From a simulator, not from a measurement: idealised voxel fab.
Process module heading - voxel trench capacitor
This is section cut - it's 195 nm across, gridded in 5 nm square cells.
Notation: cross-section as square-cell grid; stated in bands, top first, going down; one or more cell rows per band. The band entry comprises the height of the band's top followed by the height of its bottom, expressed in nm, and subsequently the band's materials from left to right, each stated together with its width in nm. Where a single material is marked with the word "everywhere", that material fills the band from edge to edge. The word "air" represents empty space. A quick word on heights: they are counted from 0, and under that level the wafer as it came to us is one material throughout. The lowest band is different from the rest in having no bottom; it simply continues downward, written as in "0 nm and below". The expression "30..40" gives the width at the extremes of the band, the first number at its top row of cells and the second at its bottom row, with the width changing by equal amounts from each row to the next in between. Step marked "nothing changed"? Then no cell in the cross-section changed in it. "Sealed internal cavities": sealed empty spaces, 8 cells or more, no open way to top, listed width x height at distance, with distance from the left edge and width, height and distance in nm. On each step's line, the part that comes after the settings is the simulator's own comment on the step. Each step line may optionally specify "overlay nm", which for a step with a mask gives the rightward distance between the mask's planned place and where it lay, a negative value indicating the leftward direction.
Plan
1: RECEIVE with material Si
2: CONFORMAL_DEP with material SiN, thk nm 5
3: DIRECTIONAL_DEP with material aC, thk nm 15
4: PATTERN with tone open, mask id TRENCH, material resist, width nm 25, pitch nm 50, thk nm 30, overlay nm 0
5: DIRECTIONAL_ETCH with etch materials aC, depth nm 15
6: STRIP with etch materials resist
7: DIRECTIONAL_ETCH with etch materials SiN, depth nm 5
8: DIRECTIONAL_ETCH with etch materials Si, depth nm 40
9: STRIP with etch materials aC
10: CONFORMAL_DEP with material Al2O3, thk nm 5
11: CONFORMAL_DEP with material TiN, thk nm 5
12: FILL_DEP with material W, thk nm 10
13: CMP with height nm 5
What follows covers the first of two wafers; it ran as planned
Incoming wafer, cross-sectional view, post step 1
* 0 nm and below | Si everywhere
* Sealed internal cavities: none
Wafer section view after processing step 2
* 5 nm to 0 nm | SiN everywhere
* Beneath the level 0, the cross-section is identical to its previous state.
Wafer section view after processing step 3
* 20 nm to 5 nm | aC everywhere
* Beneath the level 5, the cross-section is identical to its previous state.
Wafer section view after processing step 4
* 50 nm to 20 nm | 35 nm resist / 25 nm air / 25 nm resist / 25 nm air / 25 nm resist / 25 nm air / 35 nm resist
* Beneath the level 20, the cross-section is identical to its previous state.
Wafer section view after processing step 5
* 35 nm to 20 nm | 35 nm resist / 25 nm air / 25 nm resist / 25 nm air / 25 nm resist / 25 nm air / 35 nm resist
* 20 nm to 5 nm | 35 nm aC / 25 nm air / 25 nm aC / 25 nm air / 25 nm aC / 25 nm air / 35 nm aC
* Beneath the level 5, the cross-section is identical to its previous state.
Wafer section view after processing step 6
* 20 nm to 5 nm | 35 nm aC / 25 nm air / 25 nm aC / 25 nm air / 25 nm aC / 25 nm air / 35 nm aC
* Beneath the level 5, the cross-section is identical to its previous state.
Wafer section view after processing step 7
* 20 nm to 5 nm | 35 nm aC / 25 nm air / 25 nm aC / 25 nm air / 25 nm aC / 25 nm air / 35 nm aC
* 5 nm to 0 nm | 35 nm SiN / 25 nm air / 25 nm SiN / 25 nm air / 25 nm SiN / 25 nm air / 35 nm SiN
* Beneath the level 0, the cross-section is identical to its previous state.
Wafer section view after processing step 8
* 20 nm to 5 nm | 35 nm aC / 25 nm air / 25 nm aC / 25 nm air / 25 nm aC / 25 nm air / 35 nm aC
* 5 nm to 0 nm | 35 nm SiN / 25 nm air / 25 nm SiN / 25 nm air / 25 nm SiN / 25 nm air / 35 nm SiN
* 0 nm to -40 nm | 35 nm Si / 25 nm air / 25 nm Si / 25 nm air / 25 nm Si / 25 nm air / 35 nm Si
* Beneath the level -40, the cross-section is identical to its previous state.
Wafer section view after processing step 9
* 5 nm to 0 nm | 35 nm SiN / 25 nm air / 25 nm SiN / 25 nm air / 25 nm SiN / 25 nm air / 35 nm SiN
* Beneath the level 0, the cross-section is identical to its previous state.
Wafer section view after processing step 10
* 10 nm to 5 nm | 40 nm Al2O3 / 15 nm air / 35 nm Al2O3 / 15 nm air / 35 nm Al2O3 / 15 nm air / 40 nm Al2O3
* 5 nm to 0 nm | 35 nm SiN / 5 nm Al2O3 / 15 nm air / 5 nm Al2O3 / 25 nm SiN / 5 nm Al2O3 / 15 nm air / 5 nm Al2O3 / 25 nm SiN / 5 nm Al2O3 / 15 nm air / 5 nm Al2O3 / 35 nm SiN
* 0 nm to -35 nm | 35 nm Si / 5 nm Al2O3 / 15 nm air / 5 nm Al2O3 / 25 nm Si / 5 nm Al2O3 / 15 nm air / 5 nm Al2O3 / 25 nm Si / 5 nm Al2O3 / 15 nm air / 5 nm Al2O3 / 35 nm Si
* -35 nm to -40 nm | 35 nm Si / 25 nm Al2O3 / 25 nm Si / 25 nm Al2O3 / 25 nm Si / 25 nm Al2O3 / 35 nm Si
* Beneath the level -40, the cross-section is identical to its previous state.
Wafer section view after processing step 11
* 15 nm to 10 nm | 45 nm TiN / 5 nm air / 45 nm TiN / 5 nm air / 45 nm TiN / 5 nm air / 45 nm TiN
* 10 nm to 5 nm | 40 nm Al2O3 / 5 nm TiN / 5 nm air / 5 nm TiN / 35 nm Al2O3 / 5 nm TiN / 5 nm air / 5 nm TiN / 35 nm Al2O3 / 5 nm TiN / 5 nm air / 5 nm TiN / 40 nm Al2O3
* 5 nm to 0 nm | 35 nm SiN / 5 nm Al2O3 / 5 nm TiN / 5 nm air / 5 nm TiN / 5 nm Al2O3 / 25 nm SiN / 5 nm Al2O3 / 5 nm TiN / 5 nm air / 5 nm TiN / 5 nm Al2O3 / 25 nm SiN / 5 nm Al2O3 / 5 nm TiN / 5 nm air / 5 nm TiN / 5 nm Al2O3 / 35 nm SiN
* 0 nm to -30 nm | 35 nm Si / 5 nm Al2O3 / 5 nm TiN / 5 nm air / 5 nm TiN / 5 nm Al2O3 / 25 nm Si / 5 nm Al2O3 / 5 nm TiN / 5 nm air / 5 nm TiN / 5 nm Al2O3 / 25 nm Si / 5 nm Al2O3 / 5 nm TiN / 5 nm air / 5 nm TiN / 5 nm Al2O3 / 35 nm Si
* -30 nm to -35 nm | 35 nm Si / 5 nm Al2O3 / 15 nm TiN / 5 nm Al2O3 / 25 nm Si / 5 nm Al2O3 / 15 nm TiN / 5 nm Al2O3 / 25 nm Si / 5 nm Al2O3 / 15 nm TiN / 5 nm Al2O3 / 35 nm Si
* Beneath the level -35, the cross-section is identical to its previous state.
Wafer section view after processing step 12
* 25 nm to 15 nm | W everywhere
* 15 nm to 10 nm | 45 nm TiN / 5 nm W / 45 nm TiN / 5 nm W / 45 nm TiN / 5 nm W / 45 nm TiN
* 10 nm to 5 nm | 40 nm Al2O3 / 5 nm TiN / 5 nm W / 5 nm TiN / 35 nm Al2O3 / 5 nm TiN / 5 nm W / 5 nm TiN / 35 nm Al2O3 / 5 nm TiN / 5 nm W / 5 nm TiN / 40 nm Al2O3
* 5 nm to 0 nm | 35 nm SiN / 5 nm Al2O3 / 5 nm TiN / 5 nm W / 5 nm TiN / 5 nm Al2O3 / 25 nm SiN / 5 nm Al2O3 / 5 nm TiN / 5 nm W / 5 nm TiN / 5 nm Al2O3 / 25 nm SiN / 5 nm Al2O3 / 5 nm TiN / 5 nm W / 5 nm TiN / 5 nm Al2O3 / 35 nm SiN
* 0 nm to -30 nm | 35 nm Si / 5 nm Al2O3 / 5 nm TiN / 5 nm W / 5 nm TiN / 5 nm Al2O3 / 25 nm Si / 5 nm Al2O3 / 5 nm TiN / 5 nm W / 5 nm TiN / 5 nm Al2O3 / 25 nm Si / 5 nm Al2O3 / 5 nm TiN / 5 nm W / 5 nm TiN / 5 nm Al2O3 / 35 nm Si
* Beneath the level -30, the cross-section is identical to its previous state.
Wafer section view after processing step 13
* 5 nm to 0 nm | 35 nm SiN / 5 nm Al2O3 / 5 nm TiN / 5 nm W / 5 nm TiN / 5 nm Al2O3 / 25 nm SiN / 5 nm Al2O3 / 5 nm TiN / 5 nm W / 5 nm TiN / 5 nm Al2O3 / 25 nm SiN / 5 nm Al2O3 / 5 nm TiN / 5 nm W / 5 nm TiN / 5 nm Al2O3 / 35 nm SiN
* Beneath the level 0, the cross-section is identical to its previous state.
The second wafer was prepared from the same starting point and under the same plan as the first; its processing contained one mistake, and it remains indistinguishable from the first wafer up to and including step 3
Second wafer: cross-section at the scheduled end of step 4
* 50 nm to 20 nm | 40 nm resist / 25 nm air / 25 nm resist / 25 nm air / 25 nm resist / 25 nm air / 30 nm resist
* Beneath the level 20, the cross-section is identical to its previous state.
Second wafer: cross-section at the scheduled end of step 5
* 35 nm to 20 nm | 40 nm resist / 25 nm air / 25 nm resist / 25 nm air / 25 nm resist / 25 nm air / 30 nm resist
* 20 nm to 5 nm | 40 nm aC / 25 nm air / 25 nm aC / 25 nm air / 25 nm aC / 25 nm air / 30 nm aC
* Beneath the level 5, the cross-section is identical to its previous state.
Second wafer: cross-section at the scheduled end of step 6
* 20 nm to 5 nm | 40 nm aC / 25 nm air / 25 nm aC / 25 nm air / 25 nm aC / 25 nm air / 30 nm aC
* Beneath the level 5, the cross-section is identical to its previous state.
Second wafer: cross-section at the scheduled end of step 7
* 20 nm to 5 nm | 40 nm aC / 25 nm air / 25 nm aC / 25 nm air / 25 nm aC / 25 nm air / 30 nm aC
* 5 nm to 0 nm | 40 nm SiN / 25 nm air / 25 nm SiN / 25 nm air / 25 nm SiN / 25 nm air / 30 nm SiN
* Beneath the level 0, the cross-section is identical to its previous state.
Second wafer: cross-section at the scheduled end of step 8
* 20 nm to 5 nm | 40 nm aC / 25 nm air / 25 nm aC / 25 nm air / 25 nm aC / 25 nm air / 30 nm aC
* 5 nm to 0 nm | 40 nm SiN / 25 nm air / 25 nm SiN / 25 nm air / 25 nm SiN / 25 nm air / 30 nm SiN
* 0 nm to -40 nm | 40 nm Si / 25 nm air / 25 nm Si / 25 nm air / 25 nm Si / 25 nm air / 30 nm Si
* Beneath the level -40, the cross-section is identical to its previous state.
Second wafer: cross-section at the scheduled end of step 9
* 5 nm to 0 nm | 40 nm SiN / 25 nm air / 25 nm SiN / 25 nm air / 25 nm SiN / 25 nm air / 30 nm SiN
* Beneath the level 0, the cross-section is identical to its previous state.
Second wafer: cross-section at the scheduled end of step 10
* 10 nm to 5 nm | 45 nm Al2O3 / 15 nm air / 35 nm Al2O3 / 15 nm air / 35 nm Al2O3 / 15 nm air / 35 nm Al2O3
* 5 nm to 0 nm | 40 nm SiN / 5 nm Al2O3 / 15 nm air / 5 nm Al2O3 / 25 nm SiN / 5 nm Al2O3 / 15 nm air / 5 nm Al2O3 / 25 nm SiN / 5 nm Al2O3 / 15 nm air / 5 nm Al2O3 / 30 nm SiN
* 0 nm to -35 nm | 40 nm Si / 5 nm Al2O3 / 15 nm air / 5 nm Al2O3 / 25 nm Si / 5 nm Al2O3 / 15 nm air / 5 nm Al2O3 / 25 nm Si / 5 nm Al2O3 / 15 nm air / 5 nm Al2O3 / 30 nm Si
* -35 nm to -40 nm | 40 nm Si / 25 nm Al2O3 / 25 nm Si / 25 nm Al2O3 / 25 nm Si / 25 nm Al2O3 / 30 nm Si
* Beneath the level -40, the cross-section is identical to its previous state.
Second wafer: cross-section at the scheduled end of step 11
* 15 nm to 10 nm | 50 nm TiN / 5 nm air / 45 nm TiN / 5 nm air / 45 nm TiN / 5 nm air / 40 nm TiN
* 10 nm to 5 nm | 45 nm Al2O3 / 5 nm TiN / 5 nm air / 5 nm TiN / 35 nm Al2O3 / 5 nm TiN / 5 nm air / 5 nm TiN / 35 nm Al2O3 / 5 nm TiN / 5 nm air / 5 nm TiN / 35 nm Al2O3
* 5 nm to 0 nm | 40 nm SiN / 5 nm Al2O3 / 5 nm TiN / 5 nm air / 5 nm TiN / 5 nm Al2O3 / 25 nm SiN / 5 nm Al2O3 / 5 nm TiN / 5 nm air / 5 nm TiN / 5 nm Al2O3 / 25 nm SiN / 5 nm Al2O3 / 5 nm TiN / 5 nm air / 5 nm TiN / 5 nm Al2O3 / 30 nm SiN
* 0 nm to -30 nm | 40 nm Si / 5 nm Al2O3 / 5 nm TiN / 5 nm air / 5 nm TiN / 5 nm Al2O3 / 25 nm Si / 5 nm Al2O3 / 5 nm TiN / 5 nm air / 5 nm TiN / 5 nm Al2O3 / 25 nm Si / 5 nm Al2O3 / 5 nm TiN / 5 nm air / 5 nm TiN / 5 nm Al2O3 / 30 nm Si
* -30 nm to -35 nm | 40 nm Si / 5 nm Al2O3 / 15 nm TiN / 5 nm Al2O3 / 25 nm Si / 5 nm Al2O3 / 15 nm TiN / 5 nm Al2O3 / 25 nm Si / 5 nm Al2O3 / 15 nm TiN / 5 nm Al2O3 / 30 nm Si
* Beneath the level -35, the cross-section is identical to its previous state.
Second wafer: cross-section at the scheduled end of step 12
* 25 nm to 15 nm | W everywhere
* 15 nm to 10 nm | 50 nm TiN / 5 nm W / 45 nm TiN / 5 nm W / 45 nm TiN / 5 nm W / 40 nm TiN
* 10 nm to 5 nm | 45 nm Al2O3 / 5 nm TiN / 5 nm W / 5 nm TiN / 35 nm Al2O3 / 5 nm TiN / 5 nm W / 5 nm TiN / 35 nm Al2O3 / 5 nm TiN / 5 nm W / 5 nm TiN / 35 nm Al2O3
* 5 nm to 0 nm | 40 nm SiN / 5 nm Al2O3 / 5 nm TiN / 5 nm W / 5 nm TiN / 5 nm Al2O3 / 25 nm SiN / 5 nm Al2O3 / 5 nm TiN / 5 nm W / 5 nm TiN / 5 nm Al2O3 / 25 nm SiN / 5 nm Al2O3 / 5 nm TiN / 5 nm W / 5 nm TiN / 5 nm Al2O3 / 30 nm SiN
* 0 nm to -30 nm | 40 nm Si / 5 nm Al2O3 / 5 nm TiN / 5 nm W / 5 nm TiN / 5 nm Al2O3 / 25 nm Si / 5 nm Al2O3 / 5 nm TiN / 5 nm W / 5 nm TiN / 5 nm Al2O3 / 25 nm Si / 5 nm Al2O3 / 5 nm TiN / 5 nm W / 5 nm TiN / 5 nm Al2O3 / 30 nm Si
* Beneath the level -30, the cross-section is identical to its previous state.
Second wafer: cross-section at the scheduled end of step 13
* 5 nm to 0 nm | 40 nm SiN / 5 nm Al2O3 / 5 nm TiN / 5 nm W / 5 nm TiN / 5 nm Al2O3 / 25 nm SiN / 5 nm Al2O3 / 5 nm TiN / 5 nm W / 5 nm TiN / 5 nm Al2O3 / 25 nm SiN / 5 nm Al2O3 / 5 nm TiN / 5 nm W / 5 nm TiN / 5 nm Al2O3 / 30 nm SiN
* Beneath the level 0, the cross-section is identical to its previous state.
In executing the process, a mistake was made relative to the plan: step 4 ran with different settings than intended, the actual operation and settings being PATTERN with tone open, mask id TRENCH, material resist, width nm 25, pitch nm 50, thk nm 30, overlay nm 5
At the close, every material occupies the same number of cells on the second wafer as on the first, only in different positions.
